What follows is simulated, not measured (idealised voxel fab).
process module | voxel wiring stack
cross-section cut | 140 nm wide | cells 5 nm
A cross-section is a grid of square cells, given in bands from the top down. A band is one or more rows of cells.
Each band's line starts with the height of the band's top and of its bottom, in nm. Then come its materials from left to right, each with its width in nm. One material with "throughout" fills the band from edge to edge. "air" is empty space.
Height 0 is the level under which the wafer as received is all one material. The lowest band goes on downwards, as in "0 down".
A width such as "30 to 40" changes by the same amount from each row of cells to the next, from the band's top row to its bottom row.
"no change" after a step means that no cell of the cross-section changed.
closed voids: empty space of 8 cells or more with no open way to the top, each as width x height at its distance from the left edge, in nm
after a step's settings: what the simulator itself notes on the step
overlay nm, on a step with a mask: how far to the right of its planned place the mask lay; to the left if negative
plan
1 op RECEIVE | material Si
2 op CONFORMAL_DEP | material SiO2 | thk nm 15
3 op DIRECTIONAL_DEP | material TiN | thk nm 5
4 op DIRECTIONAL_DEP | material Ru | thk nm 25
5 op MASKED_ETCH | tone cover | mask id METAL_1 | width nm 25 | pitch nm 40 | etch materials Ru | depth nm 25 | overlay nm 0
6 op MASKED_ETCH | tone cover | mask id METAL_1 | width nm 25 | pitch nm 40 | etch materials TiN | depth nm 5 | overlay nm 0
7 op FILL_DEP | material lowk | thk nm 5
8 op CMP | height nm 45
9 op CONFORMAL_DEP | material SiCN | thk nm 5
10 op DIRECTIONAL_DEP | material lowk | thk nm 20
11 op MASKED_ETCH | tone open | mask id PLUG_1 | width nm 15 | pitch nm 80 | etch materials lowk | depth nm 20 | overlay nm 0
12 op MASKED_ETCH | tone open | mask id PLUG_1 | width nm 15 | pitch nm 80 | etch materials SiCN | depth nm 5 | overlay nm 0
13 op EPI | material Ru | thk nm 10
14 op EPI | material Ru | thk nm 10
15 op EPI | material Ru | thk nm 5
16 op CONFORMAL_DEP | material SiCN | thk nm 5
17 op DIRECTIONAL_DEP | material SiO2 | thk nm 25
18 op MASKED_ETCH | tone open | mask id METAL_2 | width nm 25 | pitch nm 40 | etch materials SiO2 | depth nm 25 | overlay nm 0
19 op MASKED_ETCH | tone open | mask id METAL_2 | width nm 25 | pitch nm 40 | etch materials SiCN | depth nm 5 | overlay nm 0
20 op CONFORMAL_DEP | material TiN | thk nm 5
21 op FILL_DEP | material Cu | thk nm 5
22 op CMP | height nm 100
23 op EPI | material Ru | thk nm 5
24 op FILL_DEP | material SiCN | thk nm 5
as received, after step 1
  0 down: Si throughout
  closed voids: none
first wafer at the end, as planned
  110 to 105: SiCN throughout
  105 to 100: SiCN 10 | Ru 35 | SiCN 5 | Ru 35 | SiCN 5 | Ru 35 | SiCN 15
  100 to 75: SiO2 15 | TiN 5 | Cu 15 | TiN 5 | SiO2 15 | TiN 5 | Cu 15 | TiN 5 | SiO2 15 | TiN 5 | Cu 15 | TiN 5 | SiO2 20
  75 to 70: SiCN 15 | TiN 25 | SiCN 15 | TiN 25 | SiCN 15 | TiN 25 | SiCN 20
  70 to 50: lowk 15 | Ru 15 | lowk 65 | Ru 15 | lowk 30
  50 to 45: SiCN 15 | Ru 15 | SiCN 65 | Ru 15 | SiCN 30
  45 to 20: lowk 15 | Ru 25 | lowk 15 | Ru 25 | lowk 15 | Ru 25 | lowk 20
  20 to 15: lowk 15 | TiN 25 | lowk 15 | TiN 25 | lowk 15 | TiN 25 | lowk 20
  15 to 0: SiO2 throughout
  0 down: Si throughout
  closed voids: none
second wafer at the end: like start, like plan, one mistake
  110 to 105: SiCN throughout
  105 to 100: Ru 20 | SiCN 15 | Ru 25 | SiCN 15 | Ru 25 | SiCN 15 | Ru 25
  100 to 80: Cu 10 | TiN 5 | SiO2 25 | TiN 5 | Cu 5 | TiN 5 | SiO2 25 | TiN 5 | Cu 5 | TiN 5 | SiO2 25 | TiN 5 | Cu 15
  80 to 75: TiN 15 | SiO2 25 | TiN 15 | SiO2 25 | TiN 15 | SiO2 25 | TiN 20
  75 to 70: SiCN throughout
  70 to 50: lowk 15 | Ru 15 | lowk 65 | Ru 15 | lowk 30
  50 to 45: SiCN 15 | Ru 15 | SiCN 65 | Ru 15 | SiCN 30
  45 to 20: lowk 15 | Ru 25 | lowk 15 | Ru 25 | lowk 15 | Ru 25 | lowk 20
  20 to 15: lowk 15 | TiN 25 | lowk 15 | TiN 25 | lowk 15 | TiN 25 | lowk 20
  15 to 0: SiO2 throughout
  0 down: Si throughout
  closed voids: none
what went wrong: step 18 ran as: op MASKED_ETCH | tone cover | mask id METAL_2 | width nm 25 | pitch nm 40 | etch materials SiO2 | depth nm 25 | overlay nm 0
at the end the second wafer has, in cells: 17 fewer of Cu | 2 fewer of Ru | 17 more of SiCN | 10 more of SiO2 | 8 fewer of TiN
